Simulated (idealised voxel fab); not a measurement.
Presented below is a process module, voxel ribs on slabs.
We display cut, a cross-section 145 nm in width whose square cells are each 5 nm.
This document writes a cross-section as a grid whose cells are square, and gives it as bands, listed from the top down; one or more rows of cells form a band.
Band entry format. Leading values: height of top, height of bottom, nm. Remainder: materials in left-to-right order, each with its width in nm. Special words: "throughout" on a single material, which then fills the band edge to edge; "blank", empty space.
Heights are measured from 0, the level below which the as-received wafer is all one material; the lowest band has no bottom and continues downward, written as in "0 and below".
Width "30 to 40": first value at the band's top row of cells, second value at its bottom row, equal change from row to row.
Where a step carries "no change", the cross-section came out of it unchanged, cell for cell.
"closed voids": empty spaces of 8 cells or more with no open way to the top, each given as width x height at distance, distance from the left edge, all in nm.
It should be noted that, on the line of a given step, the content following the step's settings is a remark produced by the simulator itself with respect to that step.
You can add "overlay nm" to a step's line. For a step with a mask, it describes how far the mask lay to the right of its planned position, and a negative number describes a lay to the left.

These are the steps we planned for the process
- 1: RECEIVE (material Si)
- 2: DIRECTIONAL_DEP (material SiO2; thk nm 25)
- 3: DIRECTIONAL_DEP (material SiN; thk nm 15)
- 4: PATTERN (tone cover; mask id RIB; material resist; width nm 25; thk nm 20; overlay nm 0)
- 5: DIRECTIONAL_ETCH (etch materials SiN; depth nm 5)
- 6: STRIP (etch materials resist)
- 7: PATTERN (tone cover; mask id SLAB; material resist; width nm 85; thk nm 15; overlay nm 0)
- 8: DIRECTIONAL_ETCH (etch materials SiN; depth nm 10)
- 9: STRIP (etch materials resist)
- 10: FILL_DEP (material SiO2; thk nm 15)
- 11: CMP (height nm 50)
- 12: DIRECTIONAL_DEP (material W; thk nm 10)
- 13: PATTERN (tone cover; mask id HEATER; material resist; width nm 35; thk nm 20; overlay nm 0)
- 14: DIRECTIONAL_ETCH (etch materials W; depth nm 10)
- 15: STRIP (etch materials resist)
- 16: CONFORMAL_DEP (material SiO2; thk nm 5)

Received-state cross-section, reflecting completion of step 1
> 0 and below: Si throughout
> closed voids: none

Cross-sectional view of the first of the two wafers upon completion of the module, processed in accordance with the plan
> 65 down to 60: blank 50 nm / SiO2 45 nm / blank 50 nm
> 60 down to 55: blank 50 nm / SiO2 5 nm / W 35 nm / SiO2 5 nm / blank 50 nm
> 55 down to 50: SiO2 55 nm / W 35 nm / SiO2 55 nm
> 50 down to 40: SiO2 throughout
> 40 down to 35: SiO2 60 nm / SiN 25 nm / SiO2 60 nm
> 35 down to 25: SiO2 30 nm / SiN 85 nm / SiO2 30 nm
> 25 down to 0: SiO2 throughout
> 0 and below: Si throughout
> closed voids: none

Cross-section, second wafer: same start as the first, same plan as the first, one mistake in running it; taken at the end of the module
> 65 down to 60: blank 50 nm / SiO2 45 nm / blank 50 nm
> 60 down to 55: blank 50 nm / SiO2 5 nm / W 35 nm / SiO2 5 nm / blank 50 nm
> 55 down to 50: SiO2 55 nm / W 35 nm / SiO2 55 nm
> 50 down to 40: SiO2 throughout
> 40 down to 35: SiO2 30 nm / SiN 30 nm / SiO2 25 nm / SiN 30 nm / SiO2 30 nm
> 35 down to 30: SiO2 30 nm / SiN 85 nm / SiO2 30 nm
> 30 down to 25: SiN throughout
> 25 down to 0: SiO2 throughout
> 0 and below: Si throughout
> closed voids: none
Nonconformance to the process plan: in deviation from the planned setting, step 4 was conducted as PATTERN (tone open; mask id RIB; material resist; width nm 25; thk nm 20; overlay nm 0)
Final cells, second wafer relative to first, materials higher or lower: +19 SiN; -19 SiO2
